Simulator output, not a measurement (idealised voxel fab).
process module | voxel trench capacitor
The width of the displayed cross-section, cut, is 165 nm; its cells are square, with a size of 5 nm.
We lay out every cross-section as a grid of square cells and spell it out in bands from the top down, where one band means one or more rows of cells.
Band: top and bottom heights (nm) first, top before bottom; then materials from left to right, widths in nm. "all across" marks a sole material filling the band edge to edge. "blank" denotes empty space.
Height 0 is the level under which the wafer as received is all one material. The lowest band goes on downwards, as in "0 -> down".
The notation "30->40" denotes a width that varies across the rows of cells in the band, beginning at the first number in the top row, finishing at the second number in the bottom row, and changing by an identical amount from each row to the next.
Reading "identical to before" for a step: not a cell of the cross-section changed in it.
Empty spaces without an open route to the top, at least 8 cells in extent, make up the entry "Tabulated closed voids"; each is given as width x height at distance, where the distance is measured from the left edge, and all are in nm.
Step line, after settings: the simulator's comment on this step.
Among the settings permitted on a step's line is "overlay nm"; applied to a step with a mask, it specifies the extent to which the mask lay to the right of its planned position, whereas a negative figure signifies a position to the left.

**Here's what the planned process steps look like**
1: op RECEIVE | material Si
2: op CONFORMAL_DEP | material SiN | thk nm 5
3: op PATTERN | tone open | mask id TRENCH | material resist | width nm 20 | pitch nm 45 | thk nm 15 | overlay nm 0
4: op DIRECTIONAL_ETCH | etch materials SiN | depth nm 5
5: op DIRECTIONAL_ETCH | etch materials Si | depth nm 25
6: op STRIP | etch materials resist
7: op CONFORMAL_DEP | material SiO2 | thk nm 5
8: op FILL_DEP | material polySi | thk nm 10
9: op CMP | height nm 5

**First of two wafers: run as planned**

**Delivered wafer in cross-section: state after step 1**
    0 -> down  Si all across
    Tabulated closed voids: none

**How the wafer stands in section after step 2**
    5 -> 0  SiN all across
    No changes below 0.

**How the wafer stands in section after step 3**
    20 -> 5  resist 50  blank 20  resist 25  blank 20  resist 50
    No changes below 5.

**How the wafer stands in section after step 4**
    20 -> 5  resist 50  blank 20  resist 25  blank 20  resist 50
    5 -> 0  SiN 50  blank 20  SiN 25  blank 20  SiN 50
    No changes below 0.

**How the wafer stands in section after step 5**
    20 -> 5  resist 50  blank 20  resist 25  blank 20  resist 50
    5 -> 0  SiN 50  blank 20  SiN 25  blank 20  SiN 50
    0 -> -25  Si 50  blank 20  Si 25  blank 20  Si 50
    No changes below -25.

**How the wafer stands in section after step 6**
    5 -> 0  SiN 50  blank 20  SiN 25  blank 20  SiN 50
    No changes below 0.

**How the wafer stands in section after step 7**
    10 -> 5  SiO2 55  blank 10  SiO2 35  blank 10  SiO2 55
    5 -> 0  SiN 50  SiO2 5  blank 10  SiO2 5  SiN 25  SiO2 5  blank 10  SiO2 5  SiN 50
    0 -> -20  Si 50  SiO2 5  blank 10  SiO2 5  Si 25  SiO2 5  blank 10  SiO2 5  Si 50
    -20 -> -25  Si 50  SiO2 20  Si 25  SiO2 20  Si 50
    No changes below -25.

**How the wafer stands in section after step 8**
    20 -> 10  polySi all across
    10 -> 5  SiO2 55  polySi 10  SiO2 35  polySi 10  SiO2 55
    5 -> 0  SiN 50  SiO2 5  polySi 10  SiO2 5  SiN 25  SiO2 5  polySi 10  SiO2 5  SiN 50
    0 -> -20  Si 50  SiO2 5  polySi 10  SiO2 5  Si 25  SiO2 5  polySi 10  SiO2 5  Si 50
    No changes below -20.

**How the wafer stands in section after step 9**
    5 -> 0  SiN 50  SiO2 5  polySi 10  SiO2 5  SiN 25  SiO2 5  polySi 10  SiO2 5  SiN 50
    No changes below 0.

**Here the second wafer is described. Its start and its plan were those of the first wafer. Its run contained one mistake. Up to and including step 4, it did exactly what the first wafer did**

**What the second wafer looks like in cross-section when step 5 should have wrapped up**
    20 -> 5  resist 50  blank 20  resist 25  blank 20  resist 50
    5 -> 0  SiN 50  blank 20  SiN 25  blank 20  SiN 50
    0 -> -50  Si 50  blank 20  Si 25  blank 20  Si 50
    No changes below -50.

**What the second wafer looks like in cross-section when step 6 should have wrapped up**
    5 -> 0  SiN 50  blank 20  SiN 25  blank 20  SiN 50
    No changes below 0.

**What the second wafer looks like in cross-section when step 7 should have wrapped up**
    10 -> 5  SiO2 55  blank 10  SiO2 35  blank 10  SiO2 55
    5 -> 0  SiN 50  SiO2 5  blank 10  SiO2 5  SiN 25  SiO2 5  blank 10  SiO2 5  SiN 50
    0 -> -45  Si 50  SiO2 5  blank 10  SiO2 5  Si 25  SiO2 5  blank 10  SiO2 5  Si 50
    -45 -> -50  Si 50  SiO2 20  Si 25  SiO2 20  Si 50
    No changes below -50.

**What the second wafer looks like in cross-section when step 8 should have wrapped up**
    20 -> 10  polySi all across
    10 -> 5  SiO2 55  polySi 10  SiO2 35  polySi 10  SiO2 55
    5 -> 0  SiN 50  SiO2 5  polySi 10  SiO2 5  SiN 25  SiO2 5  polySi 10  SiO2 5  SiN 50
    0 -> -45  Si 50  SiO2 5  polySi 10  SiO2 5  Si 25  SiO2 5  polySi 10  SiO2 5  Si 50
    No changes below -45.

**What the second wafer looks like in cross-section when step 9 should have wrapped up**
    5 -> 0  SiN 50  SiO2 5  polySi 10  SiO2 5  SiN 25  SiO2 5  polySi 10  SiO2 5  SiN 50
    No changes below 0.
Plan not followed: step 5 of the plan saw execution twice
Cell-count delta at end, second wafer over first, by material: Si: 40 fewer, SiO2: 20 more, polySi: 20 more
